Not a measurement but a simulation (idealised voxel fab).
Documented hereafter: the process module known as voxel double patterning.
For reference, the cross-section in this document is cut, with width 265 nm and square cells of 5 nm.
If you're reading a cross-section in this doc, picture square cells in a grid; it comes to you as bands, top ones listed first down to the bottom, and a band can be one or more rows of cells. Look at the band entry: it leads with the top's height and the bottom's height in nm. Then it lists the materials left to right, with a width in nm for each. The word "throughout" on a single material says that material fills the band edge to edge. The word "blank" is empty space. Note: height 0 marks the level under which the wafer is uniformly one material as received. Lowest band unbounded below, written "z 0 and below". The width entry "30 to 40" should be interpreted row by row: the top row of cells in the band takes the first number, the bottom row takes the second number, and the change between adjacent rows is uniform throughout. No cell of the cross-section changed in a step that is given as "no change". Entry "Enclosed void inventory". Content: empty spaces with no open connection to the top, size 8 cells or greater. Each: width x height at distance. Distance: from left edge. Unit: nm. Read whatever lies past the settings on a step's line as the simulator's own remark about the step. "overlay nm" on a masked step: distance the mask lay right of its planned place, negative for left.

**These are the steps we planned for the process**
1 RECEIVE with material Si
2 CONFORMAL_DEP with material SiO2, thk nm 5
3 DIRECTIONAL_DEP with material W, thk nm 15
4 DIRECTIONAL_DEP with material SiCN, thk nm 10
5 MASKED_ETCH with tone open, mask id FIRST, width nm 15, pitch nm 50, etch materials SiCN, depth nm 10, overlay nm 0
6 MASKED_ETCH with tone open, mask id SECOND, width nm 15, etch materials SiCN, depth nm 10, overlay nm 0
7 DIRECTIONAL_ETCH with etch materials W, depth nm 15
8 STRIP with etch materials SiCN

**Of two wafers, the first: run according to plan**

**Cross-section of the wafer as it came to us, i.e., already through step 1**
z 0 and below | Si throughout
Enclosed void inventory: none

**The wafer, seen in cross-section, after step 2**
z 5 to 0 | SiO2 throughout
No changes below 0.

**The wafer, seen in cross-section, after step 3**
z 20 to 5 | W throughout
No changes below 5.

**The wafer, seen in cross-section, after step 4**
z 30 to 20 | SiCN throughout
No changes below 20.

**The wafer, seen in cross-section, after step 5**
z 30 to 20 | SiCN 100; blank 15; SiCN 35; blank 15; SiCN 100
No changes below 20.

**The wafer, seen in cross-section, after step 6**
z 30 to 20 | SiCN 100; blank 15; SiCN 10; blank 15; SiCN 10; blank 15; SiCN 100
No changes below 20.

**The wafer, seen in cross-section, after step 7**
z 30 to 20 | SiCN 100; blank 15; SiCN 10; blank 15; SiCN 10; blank 15; SiCN 100
z 20 to 5 | W 100; blank 15; W 10; blank 15; W 10; blank 15; W 100
No changes below 5.

**The wafer, seen in cross-section, after step 8**
z 20 to 5 | W 100; blank 15; W 10; blank 15; W 10; blank 15; W 100
No changes below 5.

**Notes, second wafer: start = first wafer's, plan = first wafer's, execution had one mistake; history identical to first through step 4**

**Planned end of step 5: second wafer, cross-section**
z 30 to 20 | SiCN 90; blank 15; SiCN 35; blank 15; SiCN 110
No changes below 20.

**Planned end of step 6: second wafer, cross-section**
z 30 to 20 | SiCN 90; blank 15; SiCN 20; blank 30; SiCN 110
No changes below 20.

**Planned end of step 7: second wafer, cross-section**
z 30 to 20 | SiCN 90; blank 15; SiCN 20; blank 30; SiCN 110
z 20 to 5 | W 90; blank 15; W 20; blank 30; W 110
No changes below 5.

**Planned end of step 8: second wafer, cross-section**
z 20 to 5 | W 90; blank 15; W 20; blank 30; W 110
No changes below 5.
Against the plan, the run slipped here: step 5 did not use the planned setting and instead ran as MASKED_ETCH with tone open, mask id FIRST, width nm 15, pitch nm 50, etch materials SiCN, depth nm 10, overlay nm -10
By the end, you'd get the same cell count for each material on either wafer, but the second wafer puts them somewhere else.
